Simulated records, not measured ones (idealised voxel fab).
The document below concerns the process module designated voxel released beams.
Square cell edge 5 nm, section width 165 nm, ID cut.
Reading order for cross-sections: top band down to bottom band. Underlying form: a grid of square cells. Band size: one or more rows of cells. Look at the band entry: it leads with the top's height and the bottom's height in nm. Then it lists the materials left to right, with a width in nm for each. The word "full width" on a single material says that material fills the band edge to edge. The word "blank" is empty space. Measure heights from 0. That's the level where, below it, the as-received wafer is all one material. The lowest band is bottomless and extends downward; write it as in "0..down". Width: "30 to 40" (first number = top row, second number = bottom row, same change from row to row of cells). For the purposes of this document, the phrase "stayed the same" attached to a step denotes that no cell within the cross-section was modified by that step. The label "Fully enclosed voids" introduces a list of the empty spaces, 8 cells or larger, that have no open way up to the top; each entry in it reads width x height at distance, where the distance is taken from the left edge and all three are stated in nm. Post-settings text on a step line: simulator's own remark regarding the step. A step line may carry the setting "overlay nm", which, for steps involving a mask, states the distance by which the mask lay to the right of its intended position; negative values denote displacement to the left.
Listed below are the process steps as planned:
1. op RECEIVE | material Si
2. op CONFORMAL_DEP | material SiN | thk nm 10
3. op DIRECTIONAL_DEP | material SiO2 | thk nm 20
4. op PATTERN | tone open | mask id ANCHOR | material resist | width nm 30 | thk nm 20 | overlay nm -10
5. op DIRECTIONAL_ETCH | etch materials SiO2 | depth nm 20
6. op STRIP | etch materials resist
7. op CONFORMAL_DEP | material TiN | thk nm 10
8. op MASKED_ETCH | tone cover | mask id BEAM | width nm 115 | etch materials TiN | depth nm 10 | overlay nm 0
9. op STRIP | etch materials SiO2
For clarity, it should be stated that the wafers under discussion commence in an identical condition and differ with respect to the overlay nm of step 4, the plan indicating the value that the first wafer had.
Cross-section of the first of several wafers as received (after step 1):
  0..down | Si full width
  Fully enclosed voids: none
Cross-section after step 9, the final step of the module, for the first of several wafers:
  40..30 | 20 nm blank  5 nm TiN  10 nm blank  100 nm TiN  30 nm blank
  30..20 | 15 nm blank  10 nm TiN  10 nm blank  10 nm TiN  120 nm blank
  20..10 | 15 nm blank  30 nm TiN  120 nm blank
  10..0 | SiN full width
  0..down | Si full width
  Fully enclosed voids: none
End of module: cross-section, last of several wafers:
  40..30 | 20 nm blank  30 nm TiN  10 nm blank  75 nm TiN  30 nm blank
  30..20 | 40 nm blank  10 nm TiN  10 nm blank  10 nm TiN  95 nm blank
  20..10 | 40 nm blank  30 nm TiN  95 nm blank
  10..0 | SiN full width
  0..down | Si full width
  Fully enclosed voids: none
Rows = wafers. At module end, each row lists per material the cells gained (+) or lost (-) since the wafer was received, then the closed voids:
overlay nm -10, +66 SiN, +62 TiN, Fully enclosed voids: none
overlay nm -5, +66 SiN, +62 TiN, Fully enclosed voids: none
overlay nm 0, +66 SiN, +62 TiN, Fully enclosed voids: none
overlay nm 5, +66 SiN, +62 TiN, Fully enclosed voids: none
overlay nm 10, +66 SiN, +62 TiN, Fully enclosed voids: none
overlay nm 15, +66 SiN, +62 TiN, Fully enclosed voids: none
